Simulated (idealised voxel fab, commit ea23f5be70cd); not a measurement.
The following process module bears the name voxel self aligned vias.
Section shown: cut. Width: 290 nm. Cell size: 5 nm, square.
Square cells in a grid make up a cross-section in this document, and the grid is given as bands, listed from the top down, each one or more rows of cells. A band entry consists of two parts. The first gives the height of the band's top and the height of its bottom, in nm. The rest lists the band's materials from left to right, each with its width in nm. A single material labelled with the word "throughout" fills the band from edge to edge, and the word "blank" marks empty space. Where do heights start? At 0: under that level the wafer as delivered is made of one material only. And the lowest band has no floor; it just carries on downward, as in "0 down". A width given as "30..40" starts at the first number in the band's top row and ends at the second number in its bottom row, shifting by an equal amount at every step from row to row. "nothing changed" after a step means that no cell of the cross-section changed. "Closed void roster" - sealed voids, min. 8 cells, no opening to top; format: width x height at distance (distance from left edge; nm throughout). The remark found on a step's line after its settings is issued by the simulator itself and pertains to that step. "overlay nm" on a masked step: distance the mask lay right of its planned place, negative for left.

**These are the steps we planned for the process**
1. RECEIVE: material Si
2. CONFORMAL_DEP: material SiO2, thk nm 10
3. CONFORMAL_DEP: material SiCN, thk nm 5
4. DIRECTIONAL_DEP: material lowk, thk nm 20
5. MASKED_ETCH: tone open, mask id LINES, width nm 25, pitch nm 65, etch materials lowk, depth nm 20, overlay nm 0
6. CONFORMAL_DEP: material TiN, thk nm 5
7. FILL_DEP: material Ru, thk nm 10
8. CMP: height nm 35
9. SELECTIVE_ETCH: etch materials W Ru TiN, depth nm 5
10. FILL_DEP: material SiN, thk nm 10
11. CMP: height nm 35
12. DIRECTIONAL_DEP: material lowk, thk nm 15
13. DIRECTIONAL_DEP: material aC, thk nm 10
14. PATTERN: tone open, mask id VIAS, material resist, width nm 45, pitch nm 65, thk nm 25, overlay nm 0
15. DIRECTIONAL_ETCH: etch materials aC, depth nm 10
16. STRIP: etch materials resist
17. DIRECTIONAL_ETCH: etch materials lowk, depth nm 15
18. DIRECTIONAL_ETCH: etch materials SiN, depth nm 5
19. STRIP: etch materials aC
20. CONFORMAL_DEP: material TiN, thk nm 5
21. FILL_DEP: material Ru, thk nm 5
22. CMP: height nm 50
23. CONFORMAL_DEP: material SiCN, thk nm 5

**So this is the incoming wafer in cross-section - it's already been through step 1**
    0 down | Si throughout
    Closed void roster: none

**Cross-sectional view of the first of the two wafers upon completion of the module, processed in accordance with the plan**
    55 to 50 | SiCN throughout
    50 to 40 | lowk: 90 / TiN: 5 / Ru: 35 / TiN: 5 / lowk: 20 / TiN: 5 / Ru: 35 / TiN: 5 / lowk: 90
    40 to 35 | lowk: 90 / TiN: 15 / Ru: 15 / TiN: 15 / lowk: 20 / TiN: 15 / Ru: 15 / TiN: 15 / lowk: 90
    35 to 30 | lowk: 100 / TiN: 25 / lowk: 40 / TiN: 25 / lowk: 100
    30 to 20 | lowk: 100 / TiN: 5 / Ru: 15 / TiN: 5 / lowk: 40 / TiN: 5 / Ru: 15 / TiN: 5 / lowk: 100
    20 to 15 | lowk: 100 / TiN: 25 / lowk: 40 / TiN: 25 / lowk: 100
    15 to 10 | SiCN throughout
    10 to 0 | SiO2 throughout
    0 down | Si throughout
    Closed void roster: none

**End of module, second wafer, cross-section. Started like the first, planned like the first, run with one mistake**
    55 to 50 | SiCN throughout
    50 to 40 | lowk: 90 / TiN: 5 / Ru: 35 / TiN: 5 / lowk: 20 / TiN: 5 / Ru: 35 / TiN: 5 / lowk: 90
    40 to 35 | lowk: 90 / TiN: 45 / lowk: 20 / TiN: 45 / lowk: 90
    35 to 30 | SiCN throughout
    30 to 10 | lowk throughout
    10 to 0 | SiO2 throughout
    0 down | Si throughout
    Closed void roster: none
Against the plan, the run slipped here: order of steps 3 and 4 inverted relative to the plan
Final difference in cells, second wafer against first, listed per material as more or fewer: 18 fewer of Ru, 22 fewer of TiN, 40 more of lowk
